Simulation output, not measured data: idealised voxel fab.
The following process module bears the name voxel gate over fins.
The cross-section shown here is cut; it is 160 nm wide and divided into square cells measuring 5 nm on a side.
Cross-sections here: square-cell grids, written as top-down lists of bands, a band being one or more rows of cells.
Band: top and bottom heights (nm) first, top before bottom; then materials from left to right, widths in nm. "full width" marks a sole material filling the band edge to edge. "empty" denotes empty space.
Below 0: as-received wafer, all one material; heights counted from there. Lowest band: no bottom, goes on down, written "top 0, no bottom".
Read "30 to 40" as a graded width: first number on top, second number at the bottom, same change between each pair of neighbouring rows.
The cross-section has no changed cell in any step marked "remained unchanged".
So "Enclosed cavity list" is basically the list of trapped voids: any empty space of 8 cells or more that can't reach the top through an opening. They're written width x height at distance, the distance being from the left edge, and it's all nm.
Past the settings on a step's line: simulator remark, on that step.
A step line may carry the setting "overlay nm", which, for steps involving a mask, states the distance by which the mask lay to the right of its intended position; negative values denote displacement to the left.

This section lists the process steps that were planned:
1: RECEIVE | material Si
2: CONFORMAL_DEP | material SiN | thk nm 10
3: MASKED_ETCH | tone cover | mask id FINS | width nm 15 | pitch nm 60 | etch materials SiN | depth nm 10 | overlay nm 0
4: MASKED_ETCH | tone cover | mask id FINS | width nm 15 | pitch nm 60 | etch materials Si | depth nm 35 | overlay nm 0
5: OXIDIZE | depth nm 5
6: FILL_DEP | material SiO2 | thk nm 15
7: CMP | height nm 10
8: MASKED_ETCH | tone open | mask id RAIL | width nm 15 | etch materials SiO2 | depth nm 40 | overlay nm 0
9: CONFORMAL_DEP | material TiN | thk nm 5
10: FILL_DEP | material Ru | thk nm 5
11: CMP | height nm 10
12: SELECTIVE_ETCH | etch materials W Ru TiN | depth nm 25
13: FILL_DEP | material SiO2 | thk nm 5
14: CMP | height nm 10
15: SELECTIVE_ETCH | etch materials SiO2 | depth nm 20
16: STRIP | etch materials SiN
17: CONFORMAL_DEP | material HfO2 | thk nm 5
18: CONFORMAL_DEP | material TiN | thk nm 5
19: CONFORMAL_DEP | material TiAl | thk nm 5
20: CONFORMAL_DEP | material TiN | thk nm 5
21: FILL_DEP | material W | thk nm 10
22: CMP | height nm 25
23: CONFORMAL_DEP | material SiN | thk nm 10

The following pertains to the first of two wafers, which was processed as planned:

Wafer at receipt (post step 1), cross-section:
> top 0, no bottom | Si full width
> Enclosed cavity list: none

The wafer in cross-section once step 2 is complete:
> top 10, bottom 0 | SiN full width
> Under 0: no change, same as before.

The wafer in cross-section once step 3 is complete:
> top 10, bottom 0 | empty: 40 / SiN: 15 / empty: 45 / SiN: 15 / empty: 45
> Under 0: no change, same as before.

The wafer in cross-section once step 4 is complete:
> top 10, bottom 0 | empty: 40 / SiN: 15 / empty: 45 / SiN: 15 / empty: 45
> top 0, bottom -35 | empty: 40 / Si: 15 / empty: 45 / Si: 15 / empty: 45
> Under -35: no change, same as before.

The wafer in cross-section once step 5 is complete:
> top 10, bottom 0 | empty: 40 / SiN: 15 / empty: 45 / SiN: 15 / empty: 45
> top 0, bottom -35 | empty: 40 / SiO2: 5 / Si: 5 / SiO2: 5 / empty: 45 / SiO2: 5 / Si: 5 / SiO2: 5 / empty: 45
> top -35, bottom -40 | SiO2: 45 / Si: 5 / SiO2: 55 / Si: 5 / SiO2: 50
> Under -40: no change, same as before.

The wafer in cross-section once step 6 is complete:
> top 25, bottom 10 | SiO2 full width
> top 10, bottom 0 | SiO2: 40 / SiN: 15 / SiO2: 45 / SiN: 15 / SiO2: 45
> top 0, bottom -40 | SiO2: 45 / Si: 5 / SiO2: 55 / Si: 5 / SiO2: 50
> Under -40: no change, same as before.

The wafer in cross-section once step 7 is complete:
> top 10, bottom 0 | SiO2: 40 / SiN: 15 / SiO2: 45 / SiN: 15 / SiO2: 45
> Under 0: no change, same as before.

The wafer in cross-section once step 8 is complete:
> top 10, bottom 0 | SiO2: 40 / SiN: 15 / SiO2: 15 / empty: 15 / SiO2: 15 / SiN: 15 / SiO2: 45
> top 0, bottom -30 | SiO2: 45 / Si: 5 / SiO2: 20 / empty: 15 / SiO2: 20 / Si: 5 / SiO2: 50
> Under -30: no change, same as before.

The wafer in cross-section once step 9 is complete:
> top 15, bottom 10 | TiN: 75 / empty: 5 / TiN: 80
> top 10, bottom 0 | SiO2: 40 / SiN: 15 / SiO2: 15 / TiN: 5 / empty: 5 / TiN: 5 / SiO2: 15 / SiN: 15 / SiO2: 45
> top 0, bottom -25 | SiO2: 45 / Si: 5 / SiO2: 20 / TiN: 5 / empty: 5 / TiN: 5 / SiO2: 20 / Si: 5 / SiO2: 50
> top -25, bottom -30 | SiO2: 45 / Si: 5 / SiO2: 20 / TiN: 15 / SiO2: 20 / Si: 5 / SiO2: 50
> Under -30: no change, same as before.

The wafer in cross-section once step 10 is complete:
> top 20, bottom 15 | Ru full width
> top 15, bottom 10 | TiN: 75 / Ru: 5 / TiN: 80
> top 10, bottom 0 | SiO2: 40 / SiN: 15 / SiO2: 15 / TiN: 5 / Ru: 5 / TiN: 5 / SiO2: 15 / SiN: 15 / SiO2: 45
> top 0, bottom -25 | SiO2: 45 / Si: 5 / SiO2: 20 / TiN: 5 / Ru: 5 / TiN: 5 / SiO2: 20 / Si: 5 / SiO2: 50
> Under -25: no change, same as before.

The wafer in cross-section once step 11 is complete:
> top 10, bottom 0 | SiO2: 40 / SiN: 15 / SiO2: 15 / TiN: 5 / Ru: 5 / TiN: 5 / SiO2: 15 / SiN: 15 / SiO2: 45
> Under 0: no change, same as before.

The wafer in cross-section once step 12 is complete:
> top 10, bottom 0 | SiO2: 40 / SiN: 15 / SiO2: 15 / empty: 15 / SiO2: 15 / SiN: 15 / SiO2: 45
> top 0, bottom -15 | SiO2: 45 / Si: 5 / SiO2: 20 / empty: 15 / SiO2: 20 / Si: 5 / SiO2: 50
> Under -15: no change, same as before.

The wafer in cross-section once step 13 is complete:
> top 15, bottom 10 | SiO2 full width
> top 10, bottom 0 | SiO2: 40 / SiN: 15 / SiO2: 45 / SiN: 15 / SiO2: 45
> top 0, bottom -15 | SiO2: 45 / Si: 5 / SiO2: 55 / Si: 5 / SiO2: 50
> Under -15: no change, same as before.

The wafer in cross-section once step 14 is complete:
> top 10, bottom 0 | SiO2: 40 / SiN: 15 / SiO2: 45 / SiN: 15 / SiO2: 45
> Under 0: no change, same as before.

The wafer in cross-section once step 15 is complete:
> top 10, bottom 0 | empty: 40 / SiN: 15 / empty: 45 / SiN: 15 / empty: 45
> top 0, bottom -10 | empty: 45 / Si: 5 / empty: 55 / Si: 5 / empty: 50
> Under -10: no change, same as before.

The wafer in cross-section once step 16 is complete:
> top 0, bottom -10 | empty: 45 / Si: 5 / empty: 55 / Si: 5 / empty: 50
> Under -10: no change, same as before.

The wafer in cross-section once step 17 is complete:
> top 5, bottom 0 | empty: 40 / HfO2: 15 / empty: 45 / HfO2: 15 / empty: 45
> top 0, bottom -5 | empty: 40 / HfO2: 5 / Si: 5 / HfO2: 5 / empty: 45 / HfO2: 5 / Si: 5 / HfO2: 5 / empty: 45
> top -5, bottom -10 | HfO2: 45 / Si: 5 / HfO2: 55 / Si: 5 / HfO2: 50
> Under -10: no change, same as before.

The wafer in cross-section once step 18 is complete:
> top 10, bottom 5 | empty: 35 / TiN: 25 / empty: 35 / TiN: 25 / empty: 40
> top 5, bottom 0 | empty: 35 / TiN: 5 / HfO2: 15 / TiN: 5 / empty: 35 / TiN: 5 / HfO2: 15 / TiN: 5 / empty: 40
> top 0, bottom -5 | TiN: 40 / HfO2: 5 / Si: 5 / HfO2: 5 / TiN: 45 / HfO2: 5 / Si: 5 / HfO2: 5 / TiN: 45
> Under -5: no change, same as before.

The wafer in cross-section once step 19 is complete:
> top 15, bottom 10 | empty: 30 / TiAl: 35 / empty: 25 / TiAl: 35 / empty: 35
> top 10, bottom 5 | empty: 30 / TiAl: 5 / TiN: 25 / TiAl: 5 / empty: 25 / TiAl: 5 / TiN: 25 / TiAl: 5 / empty: 35
> top 5, bottom 0 | TiAl: 35 / TiN: 5 / HfO2: 15 / TiN: 5 / TiAl: 35 / TiN: 5 / HfO2: 15 / TiN: 5 / TiAl: 40
> Under 0: no change, same as before.

The wafer in cross-section once step 20 is complete:
> top 20, bottom 15 | empty: 25 / TiN: 45 / empty: 15 / TiN: 45 / empty: 30
> top 15, bottom 10 | empty: 25 / TiN: 5 / TiAl: 35 / TiN: 5 / empty: 15 / TiN: 5 / TiAl: 35 / TiN: 5 / empty: 30
> top 10, bottom 5 | TiN: 30 / TiAl: 5 / TiN: 25 / TiAl: 5 / TiN: 25 / TiAl: 5 / TiN: 25 / TiAl: 5 / TiN: 35
> Under 5: no change, same as before.

The wafer in cross-section once step 21 is complete:
> top 30, bottom 20 | W full width
> top 20, bottom 15 | W: 25 / TiN: 45 / W: 15 / TiN: 45 / W: 30
> top 15, bottom 10 | W: 25 / TiN: 5 / TiAl: 35 / TiN: 5 / W: 15 / TiN: 5 / TiAl: 35 / TiN: 5 / W: 30
> Under 10: no change, same as before.

The wafer in cross-section once step 22 is complete:
> top 25, bottom 20 | W full width
> Under 20: no change, same as before.

The wafer in cross-section once step 23 is complete:
> top 35, bottom 25 | SiN full width
> Under 25: no change, same as before.

Now the other wafer: same start, same recipe, but we messed up one thing when running it. Up to and including step 14 it's the same as the first one:

Second wafer, sectioned view, at step 15's planned end time:
> top 10, bottom 0 | empty: 40 / SiN: 15 / empty: 45 / SiN: 15 / empty: 45
> Under 0: no change, same as before.

Second wafer, sectioned view, at step 16's planned end time:
> top 0, bottom -15 | SiO2: 45 / Si: 5 / SiO2: 55 / Si: 5 / SiO2: 50
> Under -15: no change, same as before.

Second wafer, sectioned view, at step 17's planned end time:
> top 5, bottom 0 | HfO2 full width
> Under 0: no change, same as before.

Second wafer, sectioned view, at step 18's planned end time:
> top 10, bottom 5 | TiN full width
> Under 5: no change, same as before.

Second wafer, sectioned view, at step 19's planned end time:
> top 15, bottom 10 | TiAl full width
> Under 10: no change, same as before.

Second wafer, sectioned view, at step 20's planned end time:
> top 20, bottom 15 | TiN full width
> Under 15: no change, same as before.

Second wafer, sectioned view, at step 21's planned end time:
> top 30, bottom 20 | W full width
> Under 20: no change, same as before.

Second wafer, sectioned view, at step 22's planned end time:
> top 25, bottom 20 | W full width
> Under 20: no change, same as before.

Second wafer, sectioned view, at step 23's planned end time:
> top 35, bottom 25 | SiN full width
> Under 25: no change, same as before.
Want to know what went wrong? step 15 off recipe, ran as SELECTIVE_ETCH | etch materials SiO2 | depth nm 10
at the end the second wafer has, in cells: HfO2 -8, SiO2 +60, TiAl -8, TiN -16, W -28
